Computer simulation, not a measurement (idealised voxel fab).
voxel ribs on slabs: a process module
The cross-section on display is named cut; it measures 140 nm wide, and its cells are 5 nm squares.
For the purposes of this document, a cross-section shall be understood as a grid of square cells, specified as bands listed in top-to-bottom order, each band consisting of one or more rows of cells. Quick guide to a band line: top height, bottom height (nm) up front; then every material left to right with its width in nm. Only one material and it's marked "full width"? Then it fills the band edge to edge. And "air" just means empty space. Basically, 0 is our baseline, since under it the wafer straight out of the box is all one material. The bottom band has no lower end and keeps on going down, so it looks like "from 0 down". You'd read "30->40" like this: the band's top row of cells is as wide as the first number, its bottom row is as wide as the second, and going down, every row changes width by the same amount as the row before did. Basically "left unchanged" means that step didn't change any cell in the cross-section. What "Trapped void list" gives you is every empty space of 8 cells or more that is cut off from the top. Each appears as width x height at distance, with the distance taken from the left edge and width, height and distance all in nm. The remark found on a step's line after its settings is issued by the simulator itself and pertains to that step. When a step includes a mask, the "overlay nm" setting on its line states how far to the right of its planned place that mask lay, and negative values state how far to the left.
# List of planned process steps
1. RECEIVE,material Si
2. DIRECTIONAL_DEP,material SiO2,thk nm 30
3. DIRECTIONAL_DEP,material SiN,thk nm 20
4. MASKED_ETCH,tone cover,mask id RIB,width nm 20,etch materials SiN,depth nm 5,overlay nm 0
5. PATTERN,tone cover,mask id SLAB,material resist,width nm 50,thk nm 15,overlay nm 0
6. DIRECTIONAL_ETCH,etch materials SiN,depth nm 15
7. STRIP,etch materials resist
8. FILL_DEP,material SiO2,thk nm 25
9. CMP,height nm 65
10. DIRECTIONAL_DEP,material W,thk nm 10
11. DIRECTIONAL_DEP,material aC,thk nm 15
12. PATTERN,tone cover,mask id HEATER,material resist,width nm 30,thk nm 35,overlay nm 0
13. DIRECTIONAL_ETCH,etch materials aC,depth nm 15
14. STRIP,etch materials resist
15. DIRECTIONAL_ETCH,etch materials W,depth nm 10
16. STRIP,etch materials aC
17. CONFORMAL_DEP,material SiN,thk nm 5
# This is the cross-section of the wafer as we received it, i.e. after step 1
* from 0 down: Si full width
* Trapped void list: none
# The plan above was carried out on the starting structure above with one mistake, and this cross-section shows the wafer at the end of the module
* from 80 to 75: 50 air; 40 SiN; 50 air
* from 75 to 70: 50 air; 5 SiN; 30 W; 5 SiN; 50 air
* from 70 to 65: 55 SiN; 30 W; 55 SiN
* from 65 to 60: 45 SiO2; 50 SiN; 45 SiO2
* from 60 to 0: SiO2 full width
* from 0 down: Si full width
* Trapped void list: none
Finding, execution versus plan: step 2 of the plan was performed twice
